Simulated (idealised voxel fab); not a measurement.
process module | voxel air gaps
cross-section cut | 165 nm wide | cells 5 nm
A cross-section is a grid of square cells, given in bands from the top down. A band is one or more rows of cells.
Each band's line starts with the height of the band's top and of its bottom, in nm. Then come its materials from left to right, each with its width in nm. One material with "throughout" fills the band from edge to edge. "air" is empty space.
Height 0 is the level under which the wafer as received is all one material. The lowest band goes on downwards, as in "0 down".
A width such as "30 to 40" changes by the same amount from each row of cells to the next, from the band's top row to its bottom row.
"no change" after a step means that no cell of the cross-section changed.
closed voids: empty space of 8 cells or more with no open way to the top, each as width x height at its distance from the left edge, in nm
after a step's settings: what the simulator itself notes on the step
overlay nm, on a step with a mask: how far to the right of its planned place the mask lay; to the left if negative
plan
1 op RECEIVE | material Si
2 op CONFORMAL_DEP | material SiO2 | thk nm 15
3 op CONFORMAL_DEP | material SiCN | thk nm 5
4 op DIRECTIONAL_DEP | material lowk | thk nm 30
5 op DIRECTIONAL_DEP | material aC | thk nm 10
6 op PATTERN | tone open | mask id LINES | material resist | width nm 20 | pitch nm 45 | thk nm 25 | overlay nm 0
7 op DIRECTIONAL_ETCH | etch materials aC | depth nm 10
8 op STRIP | etch materials resist
9 op DIRECTIONAL_ETCH | etch materials lowk | depth nm 30
10 op STRIP | etch materials aC
11 op CONFORMAL_DEP | material TiN | thk nm 5
12 op FILL_DEP | material Ru | thk nm 5
13 op CMP | height nm 50
14 op EPI | material Ru | thk nm 10
15 op SELECTIVE_ETCH | etch materials lowk | depth nm 40
16 op CONFORMAL_DEP | material SiCN | thk nm 5
first wafer, as planned
as received, after step 1
  0 down: Si throughout
  closed voids: none
after step 2
  15 to 0: SiO2 throughout
  below 0: unchanged
after step 3
  20 to 15: SiCN throughout
  below 15: unchanged
after step 4
  50 to 20: lowk throughout
  below 20: unchanged
after step 5
  60 to 50: aC throughout
  below 50: unchanged
after step 6
  85 to 60: resist 25 | air 20 | resist 25 | air 20 | resist 25 | air 20 | resist 30
  below 60: unchanged
after step 7
  75 to 60: resist 25 | air 20 | resist 25 | air 20 | resist 25 | air 20 | resist 30
  60 to 50: aC 25 | air 20 | aC 25 | air 20 | aC 25 | air 20 | aC 30
  below 50: unchanged
after step 8
  60 to 50: aC 25 | air 20 | aC 25 | air 20 | aC 25 | air 20 | aC 30
  below 50: unchanged
after step 9
  60 to 50: aC 25 | air 20 | aC 25 | air 20 | aC 25 | air 20 | aC 30
  50 to 20: lowk 25 | air 20 | lowk 25 | air 20 | lowk 25 | air 20 | lowk 30
  below 20: unchanged
after step 10
  50 to 20: lowk 25 | air 20 | lowk 25 | air 20 | lowk 25 | air 20 | lowk 30
  below 20: unchanged
after step 11
  55 to 50: TiN 30 | air 10 | TiN 35 | air 10 | TiN 35 | air 10 | TiN 35
  50 to 25: lowk 25 | TiN 5 | air 10 | TiN 5 | lowk 25 | TiN 5 | air 10 | TiN 5 | lowk 25 | TiN 5 | air 10 | TiN 5 | lowk 30
  25 to 20: lowk 25 | TiN 20 | lowk 25 | TiN 20 | lowk 25 | TiN 20 | lowk 30
  below 20: unchanged
after step 12
  60 to 55: Ru throughout
  55 to 50: TiN 30 | Ru 10 | TiN 35 | Ru 10 | TiN 35 | Ru 10 | TiN 35
  50 to 25: lowk 25 | TiN 5 | Ru 10 | TiN 5 | lowk 25 | TiN 5 | Ru 10 | TiN 5 | lowk 25 | TiN 5 | Ru 10 | TiN 5 | lowk 30
  below 25: unchanged
after step 13
  50 to 25: lowk 25 | TiN 5 | Ru 10 | TiN 5 | lowk 25 | TiN 5 | Ru 10 | TiN 5 | lowk 25 | TiN 5 | Ru 10 | TiN 5 | lowk 30
  below 25: unchanged
after step 14
  60 to 50: air 15 | Ru 40 | air 5 | Ru 40 | air 5 | Ru 40 | air 20
  below 50: unchanged
after step 15
  60 to 50: air 15 | Ru 40 | air 5 | Ru 40 | air 5 | Ru 40 | air 20
  50 to 25: air 25 | TiN 5 | Ru 10 | TiN 5 | air 25 | TiN 5 | Ru 10 | TiN 5 | air 25 | TiN 5 | Ru 10 | TiN 5 | air 30
  25 to 20: air 25 | TiN 20 | air 25 | TiN 20 | air 25 | TiN 20 | air 30
  below 20: unchanged
after step 16
  65 to 60: air 10 | SiCN 140 | air 15
  60 to 50: air 10 | SiCN 5 | Ru 40 | SiCN 5 | Ru 40 | SiCN 5 | Ru 40 | SiCN 5 | air 15
  50 to 45: air 10 | SiCN 15 | TiN 5 | Ru 10 | TiN 5 | SiCN 25 | TiN 5 | Ru 10 | TiN 5 | SiCN 25 | TiN 5 | Ru 10 | TiN 5 | SiCN 15 | air 15
  45 to 25: air 20 | SiCN 5 | TiN 5 | Ru 10 | TiN 5 | SiCN 5 | air 15 | SiCN 5 | TiN 5 | Ru 10 | TiN 5 | SiCN 5 | air 15 | SiCN 5 | TiN 5 | Ru 10 | TiN 5 | SiCN 5 | air 25
  25 to 20: SiCN 25 | TiN 20 | SiCN 25 | TiN 20 | SiCN 25 | TiN 20 | SiCN 30
  below 20: unchanged
  closed voids: 15 x 20 at 50; 15 x 20 at 95
second wafer: like start, like plan, one mistake. Through step 5 it matches the first wafer
when step 6 should have ended
  85 to 60: resist 30 | air 20 | resist 25 | air 20 | resist 25 | air 20 | resist 25
  below 60: unchanged
when step 7 should have ended
  75 to 60: resist 30 | air 20 | resist 25 | air 20 | resist 25 | air 20 | resist 25
  60 to 50: aC 30 | air 20 | aC 25 | air 20 | aC 25 | air 20 | aC 25
  below 50: unchanged
when step 8 should have ended
  60 to 50: aC 30 | air 20 | aC 25 | air 20 | aC 25 | air 20 | aC 25
  below 50: unchanged
when step 9 should have ended
  60 to 50: aC 30 | air 20 | aC 25 | air 20 | aC 25 | air 20 | aC 25
  50 to 20: lowk 30 | air 20 | lowk 25 | air 20 | lowk 25 | air 20 | lowk 25
  below 20: unchanged
when step 10 should have ended
  50 to 20: lowk 30 | air 20 | lowk 25 | air 20 | lowk 25 | air 20 | lowk 25
  below 20: unchanged
when step 11 should have ended
  55 to 50: TiN 35 | air 10 | TiN 35 | air 10 | TiN 35 | air 10 | TiN 30
  50 to 25: lowk 30 | TiN 5 | air 10 | TiN 5 | lowk 25 | TiN 5 | air 10 | TiN 5 | lowk 25 | TiN 5 | air 10 | TiN 5 | lowk 25
  25 to 20: lowk 30 | TiN 20 | lowk 25 | TiN 20 | lowk 25 | TiN 20 | lowk 25
  below 20: unchanged
when step 12 should have ended
  60 to 55: Ru throughout
  55 to 50: TiN 35 | Ru 10 | TiN 35 | Ru 10 | TiN 35 | Ru 10 | TiN 30
  50 to 25: lowk 30 | TiN 5 | Ru 10 | TiN 5 | lowk 25 | TiN 5 | Ru 10 | TiN 5 | lowk 25 | TiN 5 | Ru 10 | TiN 5 | lowk 25
  below 25: unchanged
when step 13 should have ended
  50 to 25: lowk 30 | TiN 5 | Ru 10 | TiN 5 | lowk 25 | TiN 5 | Ru 10 | TiN 5 | lowk 25 | TiN 5 | Ru 10 | TiN 5 | lowk 25
  below 25: unchanged
when step 14 should have ended
  60 to 50: air 20 | Ru 40 | air 5 | Ru 40 | air 5 | Ru 40 | air 15
  below 50: unchanged
when step 15 should have ended
  60 to 50: air 20 | Ru 40 | air 5 | Ru 40 | air 5 | Ru 40 | air 15
  50 to 25: air 30 | TiN 5 | Ru 10 | TiN 5 | air 25 | TiN 5 | Ru 10 | TiN 5 | air 25 | TiN 5 | Ru 10 | TiN 5 | air 25
  25 to 20: air 30 | TiN 20 | air 25 | TiN 20 | air 25 | TiN 20 | air 25
  below 20: unchanged
when step 16 should have ended
  65 to 60: air 15 | SiCN 140 | air 10
  60 to 50: air 15 | SiCN 5 | Ru 40 | SiCN 5 | Ru 40 | SiCN 5 | Ru 40 | SiCN 5 | air 10
  50 to 45: air 15 | SiCN 15 | TiN 5 | Ru 10 | TiN 5 | SiCN 25 | TiN 5 | Ru 10 | TiN 5 | SiCN 25 | TiN 5 | Ru 10 | TiN 5 | SiCN 15 | air 10
  45 to 25: air 25 | SiCN 5 | TiN 5 | Ru 10 | TiN 5 | SiCN 5 | air 15 | SiCN 5 | TiN 5 | Ru 10 | TiN 5 | SiCN 5 | air 15 | SiCN 5 | TiN 5 | Ru 10 | TiN 5 | SiCN 5 | air 20
  25 to 20: SiCN 30 | TiN 20 | SiCN 25 | TiN 20 | SiCN 25 | TiN 20 | SiCN 25
  below 20: unchanged
  closed voids: 15 x 20 at 55; 15 x 20 at 100
what went wrong: step 6 ran as: op PATTERN | tone open | mask id LINES | material resist | width nm 20 | pitch nm 45 | thk nm 25 | overlay nm 5
at the end the second wafer has, in cells: as many of each material as the first, in other places
